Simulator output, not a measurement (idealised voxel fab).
process module | voxel fin reveal
cross-section cut | 155 nm wide | cells 5 nm
A cross-section is a grid of square cells, given in bands from the top down. A band is one or more rows of cells.
Each band's line starts with the height of the band's top and of its bottom, in nm. Then come its materials from left to right, each with its width in nm. One material with "throughout" fills the band from edge to edge. "air" is empty space.
Height 0 is the level under which the wafer as received is all one material. The lowest band goes on downwards, as in "0 down".
A width such as "30 to 40" changes by the same amount from each row of cells to the next, from the band's top row to its bottom row.
"no change" after a step means that no cell of the cross-section changed.
closed voids: empty space of 8 cells or more with no open way to the top, each as width x height at its distance from the left edge, in nm
after a step's settings: what the simulator itself notes on the step
overlay nm, on a step with a mask: how far to the right of its planned place the mask lay; to the left if negative
plan
1 op RECEIVE | material Si
2 op CONFORMAL_DEP | material SiN | thk nm 10
3 op MASKED_ETCH | tone cover | mask id FINS | width nm 15 | pitch nm 35 | etch materials SiN | depth nm 10 | overlay nm 0
4 op MASKED_ETCH | tone cover | mask id FINS | width nm 15 | pitch nm 35 | etch materials Si | depth nm 30 | overlay nm 0
5 op OXIDIZE | depth nm 5
6 op FILL_DEP | material SiO2 | thk nm 15
7 op CMP | height nm 10
8 op SELECTIVE_ETCH | etch materials SiO2 | depth nm 25
9 op STRIP | etch materials SiN
as received, after step 1
  0 down: Si throughout
  closed voids: none
a wafer at the end: this start, this plan, one mistake
  0 to -15: air 40 | Si 5 | air 30 | Si 5 | air 30 | Si 5 | air 40
  -15 to -25: SiO2 10 | air 30 | Si 5 | air 30 | Si 5 | air 30 | Si 5 | air 30 | SiO2 10
  -25 to -35: SiO2 40 | Si 5 | SiO2 30 | Si 5 | SiO2 30 | Si 5 | SiO2 40
  -35 down: Si throughout
  closed voids: none
what went wrong: steps 8 and 9 were swapped
